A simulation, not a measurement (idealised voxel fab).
Name of the process module below: voxel transistor to metal
Displayed cross-section: cut, width of 265 nm, square cells sized 5 nm.
Each cross-section below is a grid of square cells, stated as bands in top-down order, with one or more rows of cells making up each band.
First you get the band's top height and its bottom height, in nm, and then the materials it's made of, left to right, with each width in nm. If you see a single material with "edge to edge", that one covers the band edge to edge. "air" is empty space.
All heights in this document are referenced to 0, defined as the level beneath which the wafer, as received, consists entirely of one material. The lowest band is not bounded below; it extends indefinitely downward and is written in the form "0 down".
Graded width ("30 to 40"): value in top row of band = first number; value in bottom row = second number; row-to-row change constant.
It should be understood that the words "left unchanged", when stated for a given step, signify that the cross-section underwent no change in any of its cells during that step.
In "Closed cavity list" the enclosed voids are listed, meaning empty spaces of 8 cells or larger without any opening to the top. The form is width x height at distance, distance from the left edge, units nm.
Formally, on a step line, whatever follows the settings is a remark that the simulator itself makes on the step.
Steps that use a mask can have "overlay nm" on their line. It says how far the mask sat to the right of where it was meant to be. Negative means to the left.

### Listed below are the process steps as planned
1 RECEIVE [material Si]
2 OXIDIZE [depth nm 5]
3 CONFORMAL_DEP [material SiN] [thk nm 15]
4 MASKED_ETCH [tone cover] [mask id ACTIVE] [width nm 105] [pitch nm 130] [etch materials SiN] [depth nm 15] [overlay nm 0]
5 MASKED_ETCH [tone cover] [mask id ACTIVE] [width nm 105] [pitch nm 130] [etch materials SiO2] [depth nm 5] [overlay nm 0]
6 MASKED_ETCH [tone cover] [mask id ACTIVE] [width nm 105] [pitch nm 130] [etch materials Si] [depth nm 30] [overlay nm 0]
7 OXIDIZE [depth nm 5]
8 FILL_DEP [material SiO2] [thk nm 5]
9 CMP [height nm 15]
10 SELECTIVE_ETCH [etch materials SiO2] [depth nm 10]
11 STRIP [etch materials SiN]
12 SELECTIVE_ETCH [etch materials SiO2] [depth nm 5]
13 OXIDIZE [depth nm 5]
14 DIRECTIONAL_DEP [material polySi] [thk nm 20]
15 DIRECTIONAL_DEP [material SiCN] [thk nm 15]
16 DIRECTIONAL_DEP [material aC] [thk nm 15]
17 PATTERN [tone cover] [mask id GATE] [material resist] [width nm 15] [pitch nm 130] [thk nm 35] [overlay nm 0]
18 DIRECTIONAL_ETCH [etch materials aC] [depth nm 15]
19 STRIP [etch materials resist]
20 DIRECTIONAL_ETCH [etch materials SiCN] [depth nm 25]
21 DIRECTIONAL_ETCH [etch materials polySi] [depth nm 30]
22 STRIP [etch materials aC]
23 CONFORMAL_DEP [material SiO2] [thk nm 5]
24 DIRECTIONAL_ETCH [etch materials SiO2] [depth nm 5]
25 CONFORMAL_DEP [material SiN] [thk nm 10]
26 DIRECTIONAL_ETCH [etch materials SiN] [depth nm 10]
27 DIRECTIONAL_ETCH [etch materials SiO2] [depth nm 5]
28 DIRECTIONAL_ETCH [etch materials Si] [depth nm 15]
29 EPI [material SiGe] [thk nm 15]
30 FILL_DEP [material SiO2] [thk nm 10]
31 CMP [height nm 30]
32 DIRECTIONAL_DEP [material SiO2] [thk nm 10]
33 DIRECTIONAL_DEP [material aC] [thk nm 15]
34 PATTERN [tone open] [mask id CONTACT] [material resist] [width nm 35] [thk nm 35] [overlay nm 0]
35 DIRECTIONAL_ETCH [etch materials aC] [depth nm 15]
36 STRIP [etch materials resist]
37 DIRECTIONAL_ETCH [etch materials SiO2] [depth nm 35]
38 STRIP [etch materials aC]
39 CONFORMAL_DEP [material TiN] [thk nm 5]
40 FILL_DEP [material Ru] [thk nm 10]
41 CMP [height nm 40]
42 CONFORMAL_DEP [material SiN] [thk nm 5]
43 DIRECTIONAL_DEP [material SiO2] [thk nm 20]
44 MASKED_ETCH [tone open] [mask id METAL_1] [width nm 20] [etch materials SiO2] [depth nm 20] [overlay nm 0]
45 MASKED_ETCH [tone open] [mask id METAL_1] [width nm 20] [etch materials SiN] [depth nm 5] [overlay nm 0]
46 CONFORMAL_DEP [material TiN] [thk nm 5]
47 FILL_DEP [material Cu] [thk nm 10]
48 CMP [height nm 65]
49 CONFORMAL_DEP [material SiCN] [thk nm 5]
Among the wafers covered here, the point of difference is the width nm at step 17; their starting state is shared, and the plan presents the value of the first wafer.

### First wafer of several, as received: cross-section after step 1
* 0 down = Si edge to edge
* Closed cavity list: none

### The figure below presents a cross-section of the first of several wafers at the conclusion of the module, following its last step, step 49
* 70 to 65 = SiCN edge to edge
* 65 to 45 = SiO2=20  TiN=5  Cu=10  TiN=5  SiO2=55  TiN=5  Cu=10  TiN=5  SiO2=35  TiN=5  Cu=10  TiN=5  SiO2=55  TiN=5  Cu=10  TiN=5  SiO2=20
* 45 to 40 = SiN=20  TiN=20  SiN=55  TiN=20  SiN=35  TiN=20  SiN=55  TiN=20  SiN=20
* 40 to 30 = SiO2=20  TiN=5  Ru=25 to 15  TiN=5 to 15  SiO2=25  TiN=5 to 15  Ru=25 to 15  TiN=5  SiO2=35  TiN=5  Ru=25 to 15  TiN=5 to 15  SiO2=25  TiN=5 to 15  Ru=25 to 15  TiN=5  SiO2=20
* 30 to 15 = SiO2=20  TiN=5  Ru=15  TiN=5  SiN=10  SiO2=5  SiCN=15  SiO2=5  SiN=10  TiN=5  Ru=15  TiN=5  SiO2=35  TiN=5  Ru=15  TiN=5  SiN=10  SiO2=5  SiCN=15  SiO2=5  SiN=10  TiN=5  Ru=15  TiN=5  SiO2=20
* 15 to 10 = SiO2=20  TiN=5  Ru=15  TiN=5  SiN=10  SiO2=5  polySi=15  SiO2=5  SiN=10  TiN=5  Ru=15  TiN=5  SiO2=35  TiN=5  Ru=15  TiN=5  SiN=10  SiO2=5  polySi=15  SiO2=5  SiN=10  TiN=5  Ru=15  TiN=5  SiO2=20
* 10 to 5 = SiO2=20  TiN=25  SiN=10  SiO2=5  polySi=15  SiO2=5  SiN=10  TiN=25  SiO2=35  TiN=25  SiN=10  SiO2=5  polySi=15  SiO2=5  SiN=10  TiN=25  SiO2=20
* 5 to 0 = SiO2=20  SiGe=25  SiN=10  SiO2=5  polySi=15  SiO2=5  SiN=10  SiGe=25  SiO2=35  SiGe=25  SiN=10  SiO2=5  polySi=15  SiO2=5  SiN=10  SiGe=25  SiO2=20
* 0 to -5 = SiO2=15  SiN=10  SiGe=20  SiN=10  SiO2=5  polySi=15  SiO2=5  SiN=10  SiGe=20  SiN=10  SiO2=25  SiN=10  SiGe=20  SiN=10  SiO2=5  polySi=15  SiO2=5  SiN=10  SiGe=20  SiN=10  SiO2=15
* -5 to -10 = SiO2=25  SiGe=20  SiO2=45  SiGe=20  SiO2=45  SiGe=20  SiO2=45  SiGe=20  SiO2=25
* -10 to -25 = SiO2=20  Si=5  SiGe=20  Si=45  SiGe=20  Si=5  SiO2=35  Si=5  SiGe=20  Si=45  SiGe=20  Si=5  SiO2=20
* -25 to -40 = SiO2=20  Si=95  SiO2=35  Si=95  SiO2=20
* -40 down = Si edge to edge
* Closed cavity list: none

### Cross-section at module completion, last wafer
* 70 to 65 = SiCN edge to edge
* 65 to 45 = SiO2=20  TiN=5  Cu=10  TiN=5  SiO2=55  TiN=5  Cu=10  TiN=5  SiO2=35  TiN=5  Cu=10  TiN=5  SiO2=55  TiN=5  Cu=10  TiN=5  SiO2=20
* 45 to 40 = SiN=20  TiN=20  SiN=55  TiN=20  SiN=35  TiN=20  SiN=55  TiN=20  SiN=20
* 40 to 30 = SiO2=20  TiN=5  Ru=25 to 10  TiN=5 to 20  SiO2=25  TiN=5 to 25  Ru=25 to 5  TiN=5  SiO2=35  TiN=5  Ru=25 to 10  TiN=5 to 20  SiO2=25  TiN=5 to 25  Ru=25 to 5  TiN=5  SiO2=20
* 30 to 15 = SiO2=20  TiN=5  Ru=10  TiN=5  SiN=10  TiN=5  SiCN=30  TiN=5  SiN=10  TiN=5  Ru=5  TiN=5  SiO2=35  TiN=5  Ru=10  TiN=5  SiN=10  TiN=5  SiCN=30  TiN=5  SiN=10  TiN=5  Ru=5  TiN=5  SiO2=20
* 15 to 10 = SiO2=20  TiN=5  Ru=10  TiN=5  SiN=10  TiN=5  polySi=30  TiN=5  SiN=10  TiN=5  Ru=5  TiN=5  SiO2=35  TiN=5  Ru=10  TiN=5  SiN=10  TiN=5  polySi=30  TiN=5  SiN=10  TiN=5  Ru=5  TiN=5  SiO2=20
* 10 to 5 = SiO2=20  TiN=20  SiN=10  TiN=5  polySi=30  TiN=5  SiN=10  TiN=15  SiO2=35  TiN=20  SiN=10  TiN=5  polySi=30  TiN=5  SiN=10  TiN=15  SiO2=20
* 5 to 0 = SiO2=20  SiGe=20  SiN=10  SiO2=5  polySi=30  SiO2=5  SiN=10  SiGe=15  SiO2=35  SiGe=20  SiN=10  SiO2=5  polySi=30  SiO2=5  SiN=10  SiGe=15  SiO2=20
* 0 to -5 = SiO2=15  SiN=10  SiGe=15  SiN=10  SiO2=5  polySi=30  SiO2=5  SiN=10  SiGe=10  SiN=10  SiO2=25  SiN=10  SiGe=15  SiN=10  SiO2=5  polySi=30  SiO2=5  SiN=10  SiGe=10  SiN=10  SiO2=15
* -5 to -10 = SiO2=25  SiGe=15  SiO2=60  SiGe=10  SiO2=45  SiGe=15  SiO2=60  SiGe=10  SiO2=25
* -10 to -25 = SiO2=20  Si=5  SiGe=15  Si=60  SiGe=10  Si=5  SiO2=35  Si=5  SiGe=15  Si=60  SiGe=10  Si=5  SiO2=20
* -25 to -40 = SiO2=20  Si=95  SiO2=35  Si=95  SiO2=20
* -40 down = Si edge to edge
* Closed cavity list: none

### The table below has one row for each wafer; a row shows, as of the end of the module, how many cells of each material the wafer has gained, marked (+), or lost, marked (-), since it was received, and then the wafer's closed voids
width nm 15, +32 Cu, +80 Ru, -244 Si, +71 SiCN, +100 SiGe, +101 SiN, +454 SiO2, +124 TiN, +24 polySi, Closed cavity list: none
width nm 20, +32 Cu, +70 Ru, -238 Si, +77 SiCN, +88 SiGe, +101 SiN, +446 SiO2, +134 TiN, +32 polySi, Closed cavity list: none
width nm 25, +32 Cu, +60 Ru, -232 Si, +83 SiCN, +76 SiGe, +101 SiN, +438 SiO2, +144 TiN, +40 polySi, Closed cavity list: none
width nm 30, +32 Cu, +50 Ru, -226 Si, +89 SiCN, +64 SiGe, +101 SiN, +440 SiO2, +144 TiN, +48 polySi, Closed cavity list: none
